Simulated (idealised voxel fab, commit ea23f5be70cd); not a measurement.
Process module in this document: voxel capacitor over wiring
Xsec cut, 210 nm wide, square cell size 5 nm.
Heads up, the way a cross-section reads in here is a grid of square cells, handed over as bands from the top down, with every band being one or more rows of cells.
The entry gives the band's vertical extent as a top height and a bottom height in nm, then its horizontal make-up as materials from left to right, each with a width in nm. "blank" stands for empty space; a single material marked "edge to edge" fills the band edge to edge.
Where do heights start? At 0: under that level the wafer as delivered is made of one material only. And the lowest band has no floor; it just carries on downward, as in "from 0 down".
The notation "30 to 40" denotes a width that varies across the rows of cells in the band, beginning at the first number in the top row, finishing at the second number in the bottom row, and changing by an identical amount from each row to the next.
Step note "identical to before" = no cross-section cell changed.
You'll see "closed voids" listing empty spaces that have no way open to the top, as long as they're 8 cells or more; the notation is width x height at distance, where the distance is from the left edge, and all of it is in nm.
Past the settings on a step's line: simulator remark, on that step.
overlay nm: how far to the right of its planned place the mask lay on this masked step (negative: to the left).

# The following list gives the planned process steps
- 1: RECEIVE, material Si
- 2: CONFORMAL_DEP, material SiO2, thk nm 15
- 3: CONFORMAL_DEP, material SiN, thk nm 5
- 4: DIRECTIONAL_DEP, material SiO2, thk nm 25
- 5: PATTERN, tone open, mask id METAL_1, material resist, width nm 30, pitch nm 95, thk nm 20, overlay nm 0
- 6: DIRECTIONAL_ETCH, etch materials SiO2, depth nm 25
- 7: DIRECTIONAL_ETCH, etch materials SiN, depth nm 5
- 8: STRIP, etch materials resist
- 9: CONFORMAL_DEP, material TiN, thk nm 5
- 10: FILL_DEP, material Cu, thk nm 10
- 11: CMP, height nm 45
- 12: EPI, material Ru, thk nm 5
- 13: FILL_DEP, material SiCN, thk nm 5
- 14: DIRECTIONAL_DEP, material lowk, thk nm 15
- 15: PATTERN, tone open, mask id PLUG_1, material resist, width nm 15, thk nm 15, overlay nm 0
- 16: DIRECTIONAL_ETCH, etch materials lowk, depth nm 15
- 17: DIRECTIONAL_ETCH, etch materials SiCN, depth nm 5
- 18: STRIP, etch materials resist
- 19: CONFORMAL_DEP, material TiN, thk nm 5
- 20: FILL_DEP, material Cu, thk nm 10
- 21: CMP, height nm 70
- 22: DIRECTIONAL_DEP, material TiN, thk nm 10
- 23: DIRECTIONAL_DEP, material Al2O3, thk nm 5
- 24: DIRECTIONAL_DEP, material TiN, thk nm 10
- 25: MASKED_ETCH, tone cover, mask id UPPER_PLATE, width nm 70, etch materials TiN, depth nm 10, overlay nm 0
- 26: MASKED_ETCH, tone cover, mask id UPPER_PLATE, width nm 70, etch materials Al2O3, depth nm 5, overlay nm 0
- 27: DIRECTIONAL_DEP, material aC, thk nm 15
- 28: PATTERN, tone cover, mask id LOWER_PLATE, material resist, width nm 80, thk nm 30, overlay nm 0
- 29: DIRECTIONAL_ETCH, etch materials aC, depth nm 15
- 30: STRIP, etch materials resist
- 31: DIRECTIONAL_ETCH, etch materials TiN, depth nm 10
- 32: STRIP, etch materials aC
- 33: FILL_DEP, material SiO2, thk nm 20
- 34: CMP, height nm 110
- 35: MASKED_ETCH, tone open, mask id PLUG_2, width nm 15, etch materials SiO2, depth nm 15, overlay nm 0
- 36: CONFORMAL_DEP, material TiN, thk nm 5
- 37: FILL_DEP, material Cu, thk nm 10
- 38: CMP, height nm 110
- 39: CONFORMAL_DEP, material SiCN, thk nm 5

# The following pertains to the first of two wafers, which was processed as planned

# Cross-section, incoming material, after step 1
  from 0 down | Si edge to edge
  closed voids: none

# Cross-section through the wafer, step 2 finished
  from 15 to 0 | SiO2 edge to edge
  Under 0: no change, same as before.

# Cross-section through the wafer, step 3 finished
  from 20 to 15 | SiN edge to edge
  Under 15: no change, same as before.

# Cross-section through the wafer, step 4 finished
  from 45 to 20 | SiO2 edge to edge
  Under 20: no change, same as before.

# Cross-section through the wafer, step 5 finished
  from 65 to 45 | 40 nm resist | 30 nm blank | 65 nm resist | 30 nm blank | 45 nm resist
  Under 45: no change, same as before.

# Cross-section through the wafer, step 6 finished
  from 65 to 45 | 40 nm resist | 30 nm blank | 65 nm resist | 30 nm blank | 45 nm resist
  from 45 to 20 | 40 nm SiO2 | 30 nm blank | 65 nm SiO2 | 30 nm blank | 45 nm SiO2
  Under 20: no change, same as before.

# Cross-section through the wafer, step 7 finished
  from 65 to 45 | 40 nm resist | 30 nm blank | 65 nm resist | 30 nm blank | 45 nm resist
  from 45 to 20 | 40 nm SiO2 | 30 nm blank | 65 nm SiO2 | 30 nm blank | 45 nm SiO2
  from 20 to 15 | 40 nm SiN | 30 nm blank | 65 nm SiN | 30 nm blank | 45 nm SiN
  Under 15: no change, same as before.

# Cross-section through the wafer, step 8 finished
  from 45 to 20 | 40 nm SiO2 | 30 nm blank | 65 nm SiO2 | 30 nm blank | 45 nm SiO2
  Under 20: no change, same as before.

# Cross-section through the wafer, step 9 finished
  from 50 to 45 | 45 nm TiN | 20 nm blank | 75 nm TiN | 20 nm blank | 50 nm TiN
  from 45 to 20 | 40 nm SiO2 | 5 nm TiN | 20 nm blank | 5 nm TiN | 65 nm SiO2 | 5 nm TiN | 20 nm blank | 5 nm TiN | 45 nm SiO2
  from 20 to 15 | 40 nm SiN | 30 nm TiN | 65 nm SiN | 30 nm TiN | 45 nm SiN
  Under 15: no change, same as before.

# Cross-section through the wafer, step 10 finished
  from 60 to 50 | Cu edge to edge
  from 50 to 45 | 45 nm TiN | 20 nm Cu | 75 nm TiN | 20 nm Cu | 50 nm TiN
  from 45 to 20 | 40 nm SiO2 | 5 nm TiN | 20 nm Cu | 5 nm TiN | 65 nm SiO2 | 5 nm TiN | 20 nm Cu | 5 nm TiN | 45 nm SiO2
  Under 20: no change, same as before.

# Cross-section through the wafer, step 11 finished
  from 45 to 20 | 40 nm SiO2 | 5 nm TiN | 20 nm Cu | 5 nm TiN | 65 nm SiO2 | 5 nm TiN | 20 nm Cu | 5 nm TiN | 45 nm SiO2
  Under 20: no change, same as before.

# Cross-section through the wafer, step 12 finished
  from 50 to 45 | 35 nm blank | 40 nm Ru | 55 nm blank | 40 nm Ru | 40 nm blank
  Under 45: no change, same as before.

# Cross-section through the wafer, step 13 finished
  from 55 to 50 | SiCN edge to edge
  from 50 to 45 | 35 nm SiCN | 40 nm Ru | 55 nm SiCN | 40 nm Ru | 40 nm SiCN
  Under 45: no change, same as before.

# Cross-section through the wafer, step 14 finished
  from 70 to 55 | lowk edge to edge
  Under 55: no change, same as before.

# Cross-section through the wafer, step 15 finished
  from 85 to 70 | 55 nm resist | 15 nm blank | 140 nm resist
  Under 70: no change, same as before.

# Cross-section through the wafer, step 16 finished
  from 85 to 70 | 55 nm resist | 15 nm blank | 140 nm resist
  from 70 to 55 | 55 nm lowk | 15 nm blank | 140 nm lowk
  Under 55: no change, same as before.

# Cross-section through the wafer, step 17 finished
  from 85 to 70 | 55 nm resist | 15 nm blank | 140 nm resist
  from 70 to 55 | 55 nm lowk | 15 nm blank | 140 nm lowk
  from 55 to 50 | 55 nm SiCN | 15 nm blank | 140 nm SiCN
  Under 50: no change, same as before.

# Cross-section through the wafer, step 18 finished
  from 70 to 55 | 55 nm lowk | 15 nm blank | 140 nm lowk
  Under 55: no change, same as before.

# Cross-section through the wafer, step 19 finished
  from 75 to 70 | 60 nm TiN | 5 nm blank | 145 nm TiN
  from 70 to 55 | 55 nm lowk | 5 nm TiN | 5 nm blank | 5 nm TiN | 140 nm lowk
  from 55 to 50 | 55 nm SiCN | 15 nm TiN | 140 nm SiCN
  Under 50: no change, same as before.

# Cross-section through the wafer, step 20 finished
  from 85 to 75 | Cu edge to edge
  from 75 to 70 | 60 nm TiN | 5 nm Cu | 145 nm TiN
  from 70 to 55 | 55 nm lowk | 5 nm TiN | 5 nm Cu | 5 nm TiN | 140 nm lowk
  Under 55: no change, same as before.

# Cross-section through the wafer, step 21 finished
  from 70 to 55 | 55 nm lowk | 5 nm TiN | 5 nm Cu | 5 nm TiN | 140 nm lowk
  Under 55: no change, same as before.

# Cross-section through the wafer, step 22 finished
  from 80 to 70 | TiN edge to edge
  Under 70: no change, same as before.

# Cross-section through the wafer, step 23 finished
  from 85 to 80 | Al2O3 edge to edge
  Under 80: no change, same as before.

# Cross-section through the wafer, step 24 finished
  from 95 to 85 | TiN edge to edge
  Under 85: no change, same as before.

# Cross-section through the wafer, step 25 finished
  from 95 to 85 | 55 nm blank | 70 nm TiN | 85 nm blank
  Under 85: no change, same as before.

# Cross-section through the wafer, step 26 finished
  from 95 to 85 | 55 nm blank | 70 nm TiN | 85 nm blank
  from 85 to 80 | 55 nm blank | 70 nm Al2O3 | 85 nm blank
  Under 80: no change, same as before.

# Cross-section through the wafer, step 27 finished
  from 110 to 95 | 55 nm blank | 70 nm aC | 85 nm blank
  from 95 to 85 | 55 nm aC | 70 nm TiN | 85 nm aC
  from 85 to 80 | 55 nm aC | 70 nm Al2O3 | 85 nm aC
  Under 80: no change, same as before.

# Cross-section through the wafer, step 28 finished
  from 140 to 110 | 50 nm blank | 80 nm resist | 80 nm blank
  from 110 to 95 | 50 nm blank | 5 nm resist | 70 nm aC | 5 nm resist | 80 nm blank
  Under 95: no change, same as before.

# Cross-section through the wafer, step 29 finished
  from 125 to 110 | 50 nm blank | 80 nm resist | 80 nm blank
  from 110 to 95 | 50 nm blank | 5 nm resist | 70 nm aC | 5 nm resist | 80 nm blank
  from 95 to 85 | 50 nm blank | 5 nm aC | 70 nm TiN | 5 nm aC | 80 nm blank
  from 85 to 80 | 50 nm blank | 5 nm aC | 70 nm Al2O3 | 5 nm aC | 80 nm blank
  Under 80: no change, same as before.

# Cross-section through the wafer, step 30 finished
  from 110 to 95 | 55 nm blank | 70 nm aC | 85 nm blank
  Under 95: no change, same as before.

# Cross-section through the wafer, step 31 finished
  from 110 to 95 | 55 nm blank | 70 nm aC | 85 nm blank
  from 95 to 85 | 50 nm blank | 5 nm aC | 70 nm TiN | 5 nm aC | 80 nm blank
  from 85 to 80 | 50 nm blank | 5 nm aC | 70 nm Al2O3 | 5 nm aC | 80 nm blank
  from 80 to 70 | 50 nm blank | 80 nm TiN | 80 nm blank
  Under 70: no change, same as before.

# Cross-section through the wafer, step 32 finished
  from 95 to 85 | 55 nm blank | 70 nm TiN | 85 nm blank
  from 85 to 80 | 55 nm blank | 70 nm Al2O3 | 85 nm blank
  Under 80: no change, same as before.

# Cross-section through the wafer, step 33 finished
  from 115 to 95 | SiO2 edge to edge
  from 95 to 85 | 55 nm SiO2 | 70 nm TiN | 85 nm SiO2
  from 85 to 80 | 55 nm SiO2 | 70 nm Al2O3 | 85 nm SiO2
  from 80 to 70 | 50 nm SiO2 | 80 nm TiN | 80 nm SiO2
  Under 70: no change, same as before.

# Cross-section through the wafer, step 34 finished
  from 110 to 95 | SiO2 edge to edge
  Under 95: no change, same as before.

# Cross-section through the wafer, step 35 finished
  from 110 to 95 | 65 nm SiO2 | 15 nm blank | 130 nm SiO2
  Under 95: no change, same as before.

# Cross-section through the wafer, step 36 finished
  from 115 to 110 | 70 nm TiN | 5 nm blank | 135 nm TiN
  from 110 to 100 | 65 nm SiO2 | 5 nm TiN | 5 nm blank | 5 nm TiN | 130 nm SiO2
  from 100 to 95 | 65 nm SiO2 | 15 nm TiN | 130 nm SiO2
  Under 95: no change, same as before.

# Cross-section through the wafer, step 37 finished
  from 125 to 115 | Cu edge to edge
  from 115 to 110 | 70 nm TiN | 5 nm Cu | 135 nm TiN
  from 110 to 100 | 65 nm SiO2 | 5 nm TiN | 5 nm Cu | 5 nm TiN | 130 nm SiO2
  Under 100: no change, same as before.

# Cross-section through the wafer, step 38 finished
  from 110 to 100 | 65 nm SiO2 | 5 nm TiN | 5 nm Cu | 5 nm TiN | 130 nm SiO2
  Under 100: no change, same as before.

# Cross-section through the wafer, step 39 finished
  from 115 to 110 | SiCN edge to edge
  Under 110: no change, same as before.

# Second Wafer (Identical Start and Plan, One Processing Error; Matches First Wafer Through Step 2)

# Second wafer at the planned finish of step 3, seen in cross-section
  from 40 to 0 | SiO2 edge to edge
  Under 0: no change, same as before.

# Second wafer at the planned finish of step 4, seen in cross-section
  from 45 to 40 | SiN edge to edge
  Under 40: no change, same as before.

# Second wafer at the planned finish of step 5, seen in cross-section
  from 65 to 45 | 40 nm resist | 30 nm blank | 65 nm resist | 30 nm blank | 45 nm resist
  Under 45: no change, same as before.

Second wafer at the planned finish of step 6, seen in cross-section: identical to before

# Second wafer at the planned finish of step 7, seen in cross-section
  from 65 to 45 | 40 nm resist | 30 nm blank | 65 nm resist | 30 nm blank | 45 nm resist
  from 45 to 40 | 40 nm SiN | 30 nm blank | 65 nm SiN | 30 nm blank | 45 nm SiN
  Under 40: no change, same as before.

# Second wafer at the planned finish of step 8, seen in cross-section
  from 45 to 40 | 40 nm SiN | 30 nm blank | 65 nm SiN | 30 nm blank | 45 nm SiN
  Under 40: no change, same as before.

# Second wafer at the planned finish of step 9, seen in cross-section
  from 50 to 45 | 45 nm TiN | 20 nm blank | 75 nm TiN | 20 nm blank | 50 nm TiN
  from 45 to 40 | 40 nm SiN | 30 nm TiN | 65 nm SiN | 30 nm TiN | 45 nm SiN
  Under 40: no change, same as before.

# Second wafer at the planned finish of step 10, seen in cross-section
  from 60 to 50 | Cu edge to edge
  from 50 to 45 | 45 nm TiN | 20 nm Cu | 75 nm TiN | 20 nm Cu | 50 nm TiN
  Under 45: no change, same as before.

# Second wafer at the planned finish of step 11, seen in cross-section
  from 45 to 40 | 40 nm SiN | 30 nm TiN | 65 nm SiN | 30 nm TiN | 45 nm SiN
  Under 40: no change, same as before.

# Second wafer at the planned finish of step 12, seen in cross-section
  from 50 to 45 | 35 nm blank | 40 nm Ru | 55 nm blank | 40 nm Ru | 40 nm blank
  Under 45: no change, same as before.

# Second wafer at the planned finish of step 13, seen in cross-section
  from 55 to 50 | SiCN edge to edge
  from 50 to 45 | 35 nm SiCN | 40 nm Ru | 55 nm SiCN | 40 nm Ru | 40 nm SiCN
  Under 45: no change, same as before.

# Second wafer at the planned finish of step 14, seen in cross-section
  from 70 to 55 | lowk edge to edge
  Under 55: no change, same as before.

# Second wafer at the planned finish of step 15, seen in cross-section
  from 85 to 70 | 55 nm resist | 15 nm blank | 140 nm resist
  Under 70: no change, same as before.

# Second wafer at the planned finish of step 16, seen in cross-section
  from 85 to 70 | 55 nm resist | 15 nm blank | 140 nm resist
  from 70 to 55 | 55 nm lowk | 15 nm blank | 140 nm lowk
  Under 55: no change, same as before.

# Second wafer at the planned finish of step 17, seen in cross-section
  from 85 to 70 | 55 nm resist | 15 nm blank | 140 nm resist
  from 70 to 55 | 55 nm lowk | 15 nm blank | 140 nm lowk
  from 55 to 50 | 55 nm SiCN | 15 nm blank | 140 nm SiCN
  Under 50: no change, same as before.

# Second wafer at the planned finish of step 18, seen in cross-section
  from 70 to 55 | 55 nm lowk | 15 nm blank | 140 nm lowk
  Under 55: no change, same as before.

# Second wafer at the planned finish of step 19, seen in cross-section
  from 75 to 70 | 60 nm TiN | 5 nm blank | 145 nm TiN
  from 70 to 55 | 55 nm lowk | 5 nm TiN | 5 nm blank | 5 nm TiN | 140 nm lowk
  from 55 to 50 | 55 nm SiCN | 15 nm TiN | 140 nm SiCN
  Under 50: no change, same as before.

# Second wafer at the planned finish of step 20, seen in cross-section
  from 85 to 75 | Cu edge to edge
  from 75 to 70 | 60 nm TiN | 5 nm Cu | 145 nm TiN
  from 70 to 55 | 55 nm lowk | 5 nm TiN | 5 nm Cu | 5 nm TiN | 140 nm lowk
  Under 55: no change, same as before.

# Second wafer at the planned finish of step 21, seen in cross-section
  from 70 to 55 | 55 nm lowk | 5 nm TiN | 5 nm Cu | 5 nm TiN | 140 nm lowk
  Under 55: no change, same as before.

# Second wafer at the planned finish of step 22, seen in cross-section
  from 80 to 70 | TiN edge to edge
  Under 70: no change, same as before.

# Second wafer at the planned finish of step 23, seen in cross-section
  from 85 to 80 | Al2O3 edge to edge
  Under 80: no change, same as before.

# Second wafer at the planned finish of step 24, seen in cross-section
  from 95 to 85 | TiN edge to edge
  Under 85: no change, same as before.

# Second wafer at the planned finish of step 25, seen in cross-section
  from 95 to 85 | 55 nm blank | 70 nm TiN | 85 nm blank
  Under 85: no change, same as before.

# Second wafer at the planned finish of step 26, seen in cross-section
  from 95 to 85 | 55 nm blank | 70 nm TiN | 85 nm blank
  from 85 to 80 | 55 nm blank | 70 nm Al2O3 | 85 nm blank
  Under 80: no change, same as before.

# Second wafer at the planned finish of step 27, seen in cross-section
  from 110 to 95 | 55 nm blank | 70 nm aC | 85 nm blank
  from 95 to 85 | 55 nm aC | 70 nm TiN | 85 nm aC
  from 85 to 80 | 55 nm aC | 70 nm Al2O3 | 85 nm aC
  Under 80: no change, same as before.

# Second wafer at the planned finish of step 28, seen in cross-section
  from 140 to 110 | 50 nm blank | 80 nm resist | 80 nm blank
  from 110 to 95 | 50 nm blank | 5 nm resist | 70 nm aC | 5 nm resist | 80 nm blank
  Under 95: no change, same as before.

# Second wafer at the planned finish of step 29, seen in cross-section
  from 125 to 110 | 50 nm blank | 80 nm resist | 80 nm blank
  from 110 to 95 | 50 nm blank | 5 nm resist | 70 nm aC | 5 nm resist | 80 nm blank
  from 95 to 85 | 50 nm blank | 5 nm aC | 70 nm TiN | 5 nm aC | 80 nm blank
  from 85 to 80 | 50 nm blank | 5 nm aC | 70 nm Al2O3 | 5 nm aC | 80 nm blank
  Under 80: no change, same as before.

# Second wafer at the planned finish of step 30, seen in cross-section
  from 110 to 95 | 55 nm blank | 70 nm aC | 85 nm blank
  Under 95: no change, same as before.

# Second wafer at the planned finish of step 31, seen in cross-section
  from 110 to 95 | 55 nm blank | 70 nm aC | 85 nm blank
  from 95 to 85 | 50 nm blank | 5 nm aC | 70 nm TiN | 5 nm aC | 80 nm blank
  from 85 to 80 | 50 nm blank | 5 nm aC | 70 nm Al2O3 | 5 nm aC | 80 nm blank
  from 80 to 70 | 50 nm blank | 80 nm TiN | 80 nm blank
  Under 70: no change, same as before.

# Second wafer at the planned finish of step 32, seen in cross-section
  from 95 to 85 | 55 nm blank | 70 nm TiN | 85 nm blank
  from 85 to 80 | 55 nm blank | 70 nm Al2O3 | 85 nm blank
  Under 80: no change, same as before.

# Second wafer at the planned finish of step 33, seen in cross-section
  from 115 to 95 | SiO2 edge to edge
  from 95 to 85 | 55 nm SiO2 | 70 nm TiN | 85 nm SiO2
  from 85 to 80 | 55 nm SiO2 | 70 nm Al2O3 | 85 nm SiO2
  from 80 to 70 | 50 nm SiO2 | 80 nm TiN | 80 nm SiO2
  Under 70: no change, same as before.

# Second wafer at the planned finish of step 34, seen in cross-section
  from 110 to 95 | SiO2 edge to edge
  Under 95: no change, same as before.

# Second wafer at the planned finish of step 35, seen in cross-section
  from 110 to 95 | 65 nm SiO2 | 15 nm blank | 130 nm SiO2
  Under 95: no change, same as before.

# Second wafer at the planned finish of step 36, seen in cross-section
  from 115 to 110 | 70 nm TiN | 5 nm blank | 135 nm TiN
  from 110 to 100 | 65 nm SiO2 | 5 nm TiN | 5 nm blank | 5 nm TiN | 130 nm SiO2
  from 100 to 95 | 65 nm SiO2 | 15 nm TiN | 130 nm SiO2
  Under 95: no change, same as before.

# Second wafer at the planned finish of step 37, seen in cross-section
  from 125 to 115 | Cu edge to edge
  from 115 to 110 | 70 nm TiN | 5 nm Cu | 135 nm TiN
  from 110 to 100 | 65 nm SiO2 | 5 nm TiN | 5 nm Cu | 5 nm TiN | 130 nm SiO2
  Under 100: no change, same as before.

# Second wafer at the planned finish of step 38, seen in cross-section
  from 110 to 100 | 65 nm SiO2 | 5 nm TiN | 5 nm Cu | 5 nm TiN | 130 nm SiO2
  Under 100: no change, same as before.

# Second wafer at the planned finish of step 39, seen in cross-section
  from 115 to 110 | SiCN edge to edge
  Under 110: no change, same as before.
Misprocessing identified: note: step 3 <-> step 4, run order reversed vs plan
at the end the second wafer has, in cells: Cu -40, SiO2 +60, TiN -20
